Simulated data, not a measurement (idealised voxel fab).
process module | voxel transistor to metal
cross-section cut | 195 nm wide | cells 5 nm
A cross-section is a grid of square cells, given in bands from the top down. A band is one or more rows of cells.
Each band's line starts with the height of the band's top and of its bottom, in nm. Then come its materials from left to right, each with its width in nm. One material with "throughout" fills the band from edge to edge. "air" is empty space.
Height 0 is the level under which the wafer as received is all one material. The lowest band goes on downwards, as in "0 down".
A width such as "30 to 40" changes by the same amount from each row of cells to the next, from the band's top row to its bottom row.
"no change" after a step means that no cell of the cross-section changed.
closed voids: empty space of 8 cells or more with no open way to the top, each as width x height at its distance from the left edge, in nm
after a step's settings: what the simulator itself notes on the step
overlay nm, on a step with a mask: how far to the right of its planned place the mask lay; to the left if negative
plan
1 op RECEIVE | material Si
2 op OXIDIZE | depth nm 5
3 op CONFORMAL_DEP | material SiN | thk nm 10
4 op DIRECTIONAL_DEP | material aC | thk nm 15
5 op PATTERN | tone cover | mask id ACTIVE | material resist | width nm 130 | thk nm 30 | overlay nm 0
6 op DIRECTIONAL_ETCH | etch materials aC | depth nm 15
7 op STRIP | etch materials resist
8 op DIRECTIONAL_ETCH | etch materials SiN | depth nm 10
9 op DIRECTIONAL_ETCH | etch materials SiO2 | depth nm 5
10 op DIRECTIONAL_ETCH | etch materials Si | depth nm 30
11 op STRIP | etch materials aC
12 op FILL_DEP | material SiO2 | thk nm 5
13 op CMP | height nm 10
14 op SELECTIVE_ETCH | etch materials SiO2 | depth nm 10
15 op STRIP | etch materials SiN
16 op SELECTIVE_ETCH | etch materials SiO2 | depth nm 5
17 op OXIDIZE | depth nm 5
18 op DIRECTIONAL_DEP | material polySi | thk nm 30
19 op DIRECTIONAL_DEP | material SiCN | thk nm 10
20 op DIRECTIONAL_DEP | material aC | thk nm 15
21 op PATTERN | tone cover | mask id GATE | material resist | width nm 30 | thk nm 30 | overlay nm 0
22 op DIRECTIONAL_ETCH | etch materials aC | depth nm 15
23 op STRIP | etch materials resist
24 op DIRECTIONAL_ETCH | etch materials SiCN | depth nm 20
25 op DIRECTIONAL_ETCH | etch materials polySi | depth nm 40
26 op STRIP | etch materials aC
27 op CONFORMAL_DEP | material SiN | thk nm 10
28 op DIRECTIONAL_ETCH | etch materials SiN | depth nm 10
29 op DIRECTIONAL_ETCH | etch materials SiO2 | depth nm 5
30 op DIRECTIONAL_ETCH | etch materials Si | depth nm 10
31 op EPI | material pSi | thk nm 10
32 op FILL_DEP | material SiO2 | thk nm 10
33 op CMP | height nm 25
34 op STRIP | etch materials polySi
35 op SELECTIVE_ETCH | etch materials SiO2 | depth nm 5
36 op CONFORMAL_DEP | material HfO2 | thk nm 5
37 op CONFORMAL_DEP | material TiN | thk nm 5
38 op FILL_DEP | material W | thk nm 10
39 op CMP | height nm 20
40 op DIRECTIONAL_DEP | material SiO2 | thk nm 10
41 op PATTERN | tone open | mask id CONTACT | material resist | width nm 20 | pitch nm 90 | thk nm 20 | overlay nm 0
42 op DIRECTIONAL_ETCH | etch materials SiO2 | depth nm 40
43 op STRIP | etch materials resist
44 op CONFORMAL_DEP | material TiN | thk nm 5
45 op FILL_DEP | material W | thk nm 10
46 op CMP | height nm 30
47 op DIRECTIONAL_DEP | material TiN | thk nm 5
48 op DIRECTIONAL_DEP | material Ru | thk nm 25
49 op MASKED_ETCH | tone cover | mask id METAL_1 | width nm 20 | pitch nm 90 | etch materials Ru | depth nm 25 | overlay nm 0
50 op MASKED_ETCH | tone cover | mask id METAL_1 | width nm 15 | pitch nm 90 | etch materials TiN | depth nm 5 | overlay nm 0
51 op CONFORMAL_DEP | material SiN | thk nm 5
52 op FILL_DEP | material SiO2 | thk nm 5
53 op CMP | height nm 60
54 op CONFORMAL_DEP | material SiCN | thk nm 5
varied across the wafers: width nm of step 50. The plan shows the first wafer's value. All wafers start alike
first wafer as received, after step 1
  0 down: Si throughout
  closed voids: none
first wafer at the end, after step 54
  65 to 60: SiCN throughout
  60 to 35: SiO2 35 | SiN 5 | Ru 20 | SiN 5 | SiO2 60 | SiN 5 | Ru 20 | SiN 5 | SiO2 40
  35 to 30: SiN 40 | TiN 20 | SiN 70 | TiN 20 | SiN 45
  30 to 20: SiO2 40 | TiN 5 | W 10 | TiN 5 | SiO2 70 | TiN 5 | W 10 | TiN 5 | SiO2 45
  20 to 0: SiO2 40 | TiN 5 | W 10 | TiN 5 | SiO2 10 | SiN 10 | HfO2 5 | TiN 5 | W 10 | TiN 5 | HfO2 5 | SiN 10 | SiO2 10 | TiN 5 | W 10 | TiN 5 | SiO2 45
  0 to -5: SiO2 40 | TiN 5 | W 10 | TiN 5 | pSi 10 | SiN 10 | HfO2 5 | TiN 20 | HfO2 5 | SiN 10 | pSi 10 | TiN 5 | W 10 | TiN 5 | SiO2 45
  -5 to -10: SiO2 40 | TiN 20 | pSi 10 | SiO2 5 | HfO2 40 | SiO2 5 | pSi 10 | TiN 20 | SiO2 45
  -10 to -20: SiO2 30 | pSi 40 | Si 50 | pSi 40 | SiO2 35
  -20 to -35: SiO2 30 | Si 130 | SiO2 35
  -35 down: Si throughout
  closed voids: none
last wafer at the end
  65 to 60: SiCN throughout
  60 to 40: SiO2 35 | SiN 5 | Ru 20 | SiN 5 | SiO2 60 | SiN 5 | Ru 20 | SiN 5 | SiO2 40
  40 to 35: SiO2 30 | SiN 10 | Ru 20 | SiN 15 | SiO2 45 | SiN 10 | Ru 20 | SiN 15 | SiO2 30
  35 to 30: SiN 35 | TiN 35 | SiN 55 | TiN 35 | SiN 35
  30 to 20: SiO2 40 | TiN 5 | W 10 | TiN 5 | SiO2 70 | TiN 5 | W 10 | TiN 5 | SiO2 45
  20 to 0: SiO2 40 | TiN 5 | W 10 | TiN 5 | SiO2 10 | SiN 10 | HfO2 5 | TiN 5 | W 10 | TiN 5 | HfO2 5 | SiN 10 | SiO2 10 | TiN 5 | W 10 | TiN 5 | SiO2 45
  0 to -5: SiO2 40 | TiN 5 | W 10 | TiN 5 | pSi 10 | SiN 10 | HfO2 5 | TiN 20 | HfO2 5 | SiN 10 | pSi 10 | TiN 5 | W 10 | TiN 5 | SiO2 45
  -5 to -10: SiO2 40 | TiN 20 | pSi 10 | SiO2 5 | HfO2 40 | SiO2 5 | pSi 10 | TiN 20 | SiO2 45
  -10 to -20: SiO2 30 | pSi 40 | Si 50 | pSi 40 | SiO2 35
  -20 to -35: SiO2 30 | Si 130 | SiO2 35
  -35 down: Si throughout
  closed voids: none
each wafer at the end: cells of each material gained (+) or lost (-) since it was received, then its closed voids
width nm 15 | +18 HfO2 | +40 Ru | -175 Si | +39 SiCN | +71 SiN | +382 SiO2 | +56 TiN | +36 W | +40 pSi | closed voids: none
width nm 20 | +18 HfO2 | +40 Ru | -175 Si | +39 SiCN | +71 SiN | +382 SiO2 | +56 TiN | +36 W | +40 pSi | closed voids: none
width nm 25 | +18 HfO2 | +40 Ru | -175 Si | +39 SiCN | +71 SiN | +380 SiO2 | +58 TiN | +36 W | +40 pSi | closed voids: none
width nm 30 | +18 HfO2 | +40 Ru | -175 Si | +39 SiCN | +71 SiN | +378 SiO2 | +60 TiN | +36 W | +40 pSi | closed voids: none
width nm 35 | +18 HfO2 | +40 Ru | -175 Si | +39 SiCN | +71 SiN | +376 SiO2 | +62 TiN | +36 W | +40 pSi | closed voids: none
